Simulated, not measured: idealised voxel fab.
Process module in this document: voxel transistor to metal
In the cross-section labelled cut, the width is 190 nm and each square cell is 5 nm.
Notation: cross-section as square-cell grid; stated in bands, top first, going down; one or more cell rows per band. Band: top height; bottom height; in nm. Then, left to right: material with width in nm, for each material. "throughout": a single material spanning edge to edge. "air": empty space. For the purposes of this specification, 0 denotes the height below which the wafer in its as-received condition is composed wholly of one material, and the lowermost band, lacking a lower limit, extends downward without end, as expressed in "0 down". When a width is written as two numbers, as in "30..40", the first number is the width in the top row of cells of the band and the second is the width in its bottom row, and the width changes by the same amount from each row to the next. "no change" (step): cross-section cells unchanged, all of them. Heads up: "Voids, enclosed" only lists the empty pockets with no open path to the top that are 8 cells or more, and it writes them as width x height at distance, distance from the left edge, in nm. On a step's line, text after the settings is the simulator commenting on that step. If you see "overlay nm" on a step's line and that step has a mask, it's telling you how far right of where it was planned the mask ended up; a negative number means it went left instead.

THE PLANNED PROCESS STEPS ARE ENUMERATED HEREUNDER
1) RECEIVE, material Si
2) CONFORMAL_DEP, material SiO2, thk nm 5
3) CONFORMAL_DEP, material SiN, thk nm 15
4) MASKED_ETCH, tone cover, mask id ACTIVE, width nm 115, etch materials SiN, depth nm 15, overlay nm 0
5) MASKED_ETCH, tone cover, mask id ACTIVE, width nm 115, etch materials SiO2, depth nm 5, overlay nm 0
6) MASKED_ETCH, tone cover, mask id ACTIVE, width nm 115, etch materials Si, depth nm 20, overlay nm 0
7) FILL_DEP, material SiO2, thk nm 5
8) CMP, height nm 20
9) SELECTIVE_ETCH, etch materials SiO2, depth nm 10
10) STRIP, etch materials SiN
11) SELECTIVE_ETCH, etch materials SiO2, depth nm 5
12) OXIDIZE, depth nm 5
13) DIRECTIONAL_DEP, material polySi, thk nm 30
14) DIRECTIONAL_DEP, material SiCN, thk nm 15
15) DIRECTIONAL_DEP, material aC, thk nm 10
16) PATTERN, tone cover, mask id GATE, material resist, width nm 25, thk nm 25, overlay nm 0
17) DIRECTIONAL_ETCH, etch materials aC, depth nm 10
18) STRIP, etch materials resist
19) DIRECTIONAL_ETCH, etch materials SiCN, depth nm 25
20) DIRECTIONAL_ETCH, etch materials polySi, depth nm 40
21) STRIP, etch materials aC
22) CONFORMAL_DEP, material SiN, thk nm 5
23) DIRECTIONAL_ETCH, etch materials SiN, depth nm 5
24) DIRECTIONAL_ETCH, etch materials SiO2, depth nm 5
25) DIRECTIONAL_ETCH, etch materials Si, depth nm 5
26) EPI, material nSi, thk nm 5
27) FILL_DEP, material SiO2, thk nm 5
28) CMP, height nm 30
29) STRIP, etch materials polySi
30) SELECTIVE_ETCH, etch materials SiO2, depth nm 5
31) CONFORMAL_DEP, material HfO2, thk nm 5
32) CONFORMAL_DEP, material TiN, thk nm 5
33) FILL_DEP, material W, thk nm 5
34) CMP, height nm 25
35) DIRECTIONAL_DEP, material SiO2, thk nm 5
36) DIRECTIONAL_DEP, material aC, thk nm 15
37) PATTERN, tone open, mask id CONTACT, material resist, width nm 20, pitch nm 85, thk nm 35, overlay nm 0
38) DIRECTIONAL_ETCH, etch materials aC, depth nm 15
39) STRIP, etch materials resist
40) DIRECTIONAL_ETCH, etch materials SiO2, depth nm 40
41) STRIP, etch materials aC
42) CONFORMAL_DEP, material TiN, thk nm 5
43) FILL_DEP, material W, thk nm 5
44) CMP, height nm 35
45) DIRECTIONAL_DEP, material TiN, thk nm 5
46) DIRECTIONAL_DEP, material Ru, thk nm 25
47) PATTERN, tone cover, mask id METAL_1, material resist, width nm 20, pitch nm 85, thk nm 20, overlay nm 0
48) DIRECTIONAL_ETCH, etch materials Ru, depth nm 25
49) DIRECTIONAL_ETCH, etch materials TiN, depth nm 5
50) STRIP, etch materials resist
51) FILL_DEP, material lowk, thk nm 5
52) CMP, height nm 65
53) CONFORMAL_DEP, material SiCN, thk nm 5
54) DIRECTIONAL_DEP, material SiO2, thk nm 30
55) DIRECTIONAL_DEP, material aC, thk nm 15
56) PATTERN, tone open, mask id METAL_2, material resist, width nm 20, pitch nm 85, thk nm 30, overlay nm 0
57) DIRECTIONAL_ETCH, etch materials aC, depth nm 15
58) STRIP, etch materials resist
59) DIRECTIONAL_ETCH, etch materials SiO2, depth nm 15
60) STRIP, etch materials aC
61) DIRECTIONAL_DEP, material aC, thk nm 15
62) PATTERN, tone open, mask id METAL_2_HOLES, material resist, width nm 15, pitch nm 85, thk nm 35, overlay nm 0
63) DIRECTIONAL_ETCH, etch materials aC, depth nm 15
64) STRIP, etch materials resist
65) DIRECTIONAL_ETCH, etch materials SiO2, depth nm 15
66) DIRECTIONAL_ETCH, etch materials SiCN, depth nm 5
67) STRIP, etch materials aC
68) CONFORMAL_DEP, material TiN, thk nm 5
69) FILL_DEP, material Cu, thk nm 5
70) CMP, height nm 100
71) CONFORMAL_DEP, material SiCN, thk nm 5
The thk nm used in step 35 is not the same on every wafer, whereas the starting condition is; the value printed in the plan is the first wafer's.

AS-RECEIVED STATE AFTER STEP 1, FIRST OF SEVERAL WAFERS, CROSS-SECTION
- 0 down  Si throughout
- Voids, enclosed: none

SHOWN IN CROSS-SECTION: THE FIRST OF SEVERAL WAFERS AT THE END OF THE MODULE, AFTER ITS LAST STEP, STEP 71
- 105 to 100  SiCN throughout
- 100 to 90  40 nm SiO2; 5 nm TiN; 10 nm Cu; 5 nm TiN; 65 nm SiO2; 5 nm TiN; 10 nm Cu; 5 nm TiN; 45 nm SiO2
- 90 to 85  40 nm SiO2; 5 nm TiN; 5 nm Cu; 10 nm TiN; 65 nm SiO2; 5 nm TiN; 5 nm Cu; 10 nm TiN; 45 nm SiO2
- 85 to 70  40 nm SiO2; 5 nm TiN; 5 nm Cu; 5 nm TiN; 70 nm SiO2; 5 nm TiN; 5 nm Cu; 5 nm TiN; 50 nm SiO2
- 70 to 65  40 nm SiCN; 15 nm TiN; 70 nm SiCN; 15 nm TiN; 50 nm SiCN
- 65 to 40  40 nm lowk; 20 nm Ru; 65 nm lowk; 20 nm Ru; 45 nm lowk
- 40 to 35  40 nm lowk; 20 nm TiN; 65 nm lowk; 20 nm TiN; 45 nm lowk
- 35 to 30  45 nm TiN; 10 nm W; 75 nm TiN; 10 nm W; 50 nm TiN
- 30 to 25  40 nm SiO2; 5 nm TiN; 10 nm W; 5 nm TiN; 65 nm SiO2; 5 nm TiN; 10 nm W; 5 nm TiN; 45 nm SiO2
- 25 to 5  40 nm SiO2; 5 nm TiN; 10 nm W; 5 nm TiN; 15 nm SiO2; 5 nm SiN; 5 nm HfO2; 5 nm TiN; 5 nm W; 5 nm TiN; 5 nm HfO2; 5 nm SiN; 15 nm SiO2; 5 nm TiN; 10 nm W; 5 nm TiN; 45 nm SiO2
- 5 to 0  30 nm SiO2; 5 nm SiN; 5 nm SiO2; 5 nm TiN; 10 nm W; 5 nm TiN; 15 nm SiO2; 5 nm SiN; 5 nm HfO2; 15 nm TiN; 5 nm HfO2; 5 nm SiN; 15 nm SiO2; 5 nm TiN; 10 nm W; 5 nm TiN; 5 nm SiO2; 5 nm SiN; 35 nm SiO2
- 0 to -5  40 nm SiO2; 20 nm TiN; 10 nm SiO2; 5 nm nSi; 35 nm HfO2; 5 nm nSi; 10 nm SiO2; 20 nm TiN; 45 nm SiO2
- -5 to -10  35 nm SiO2; 40 nm nSi; 35 nm Si; 40 nm nSi; 40 nm SiO2
- -10 to -20  35 nm SiO2; 115 nm Si; 40 nm SiO2
- -20 down  Si throughout
- Voids, enclosed: none

CROSS-SECTION AT MODULE COMPLETION, LAST WAFER
- 105 to 100  SiCN throughout
- 100 to 90  40 nm SiO2; 5 nm TiN; 10 nm Cu; 5 nm TiN; 65 nm SiO2; 5 nm TiN; 10 nm Cu; 5 nm TiN; 45 nm SiO2
- 90 to 85  40 nm SiO2; 5 nm TiN; 5 nm Cu; 10 nm TiN; 65 nm SiO2; 5 nm TiN; 5 nm Cu; 10 nm TiN; 45 nm SiO2
- 85 to 70  40 nm SiO2; 5 nm TiN; 5 nm Cu; 5 nm TiN; 70 nm SiO2; 5 nm TiN; 5 nm Cu; 5 nm TiN; 50 nm SiO2
- 70 to 65  40 nm SiCN; 15 nm TiN; 70 nm SiCN; 15 nm TiN; 50 nm SiCN
- 65 to 40  40 nm lowk; 20 nm Ru; 65 nm lowk; 20 nm Ru; 45 nm lowk
- 40 to 35  40 nm lowk; 20 nm TiN; 65 nm lowk; 20 nm TiN; 45 nm lowk
- 35 to 25  40 nm SiO2; 5 nm TiN; 10 nm W; 5 nm TiN; 65 nm SiO2; 5 nm TiN; 10 nm W; 5 nm TiN; 45 nm SiO2
- 25 to 15  40 nm SiO2; 5 nm TiN; 10 nm W; 5 nm TiN; 15 nm SiO2; 5 nm SiN; 5 nm HfO2; 5 nm TiN; 5 nm W; 5 nm TiN; 5 nm HfO2; 5 nm SiN; 15 nm SiO2; 5 nm TiN; 10 nm W; 5 nm TiN; 45 nm SiO2
- 15 to 10  40 nm SiO2; 20 nm TiN; 15 nm SiO2; 5 nm SiN; 5 nm HfO2; 5 nm TiN; 5 nm W; 5 nm TiN; 5 nm HfO2; 5 nm SiN; 15 nm SiO2; 20 nm TiN; 45 nm SiO2
- 10 to 5  75 nm SiO2; 5 nm SiN; 5 nm HfO2; 5 nm TiN; 5 nm W; 5 nm TiN; 5 nm HfO2; 5 nm SiN; 80 nm SiO2
- 5 to 0  30 nm SiO2; 5 nm SiN; 40 nm SiO2; 5 nm SiN; 5 nm HfO2; 15 nm TiN; 5 nm HfO2; 5 nm SiN; 40 nm SiO2; 5 nm SiN; 35 nm SiO2
- 0 to -5  70 nm SiO2; 5 nm nSi; 35 nm HfO2; 5 nm nSi; 75 nm SiO2
- -5 to -10  35 nm SiO2; 40 nm nSi; 35 nm Si; 40 nm nSi; 40 nm SiO2
- -10 to -20  35 nm SiO2; 115 nm Si; 40 nm SiO2
- -20 down  Si throughout
- Voids, enclosed: none

TABLE: WAFERS, A ROW EACH; END-OF-MODULE CELL CHANGE PER MATERIAL SINCE RECEIPT, GAIN (+), LOSS (-); THEN CLOSED VOIDS
thk nm 5; +16 Cu; +17 HfO2; +40 Ru; -99 Si; +70 SiCN; +12 SiN; +395 SiO2; +117 TiN; +32 W; +180 lowk; +18 nSi; Voids, enclosed: none
thk nm 10; +16 Cu; +17 HfO2; +40 Ru; -99 Si; +70 SiCN; +12 SiN; +425 SiO2; +87 TiN; +32 W; +180 lowk; +18 nSi; Voids, enclosed: none
thk nm 15; +16 Cu; +17 HfO2; +40 Ru; -99 Si; +70 SiCN; +12 SiN; +433 SiO2; +83 TiN; +28 W; +180 lowk; +18 nSi; Voids, enclosed: none
thk nm 20; +16 Cu; +17 HfO2; +40 Ru; -99 Si; +70 SiCN; +12 SiN; +441 SiO2; +79 TiN; +24 W; +180 lowk; +18 nSi; Voids, enclosed: none
thk nm 25; +16 Cu; +17 HfO2; +40 Ru; -99 Si; +70 SiCN; +12 SiN; +449 SiO2; +75 TiN; +20 W; +180 lowk; +18 nSi; Voids, enclosed: none
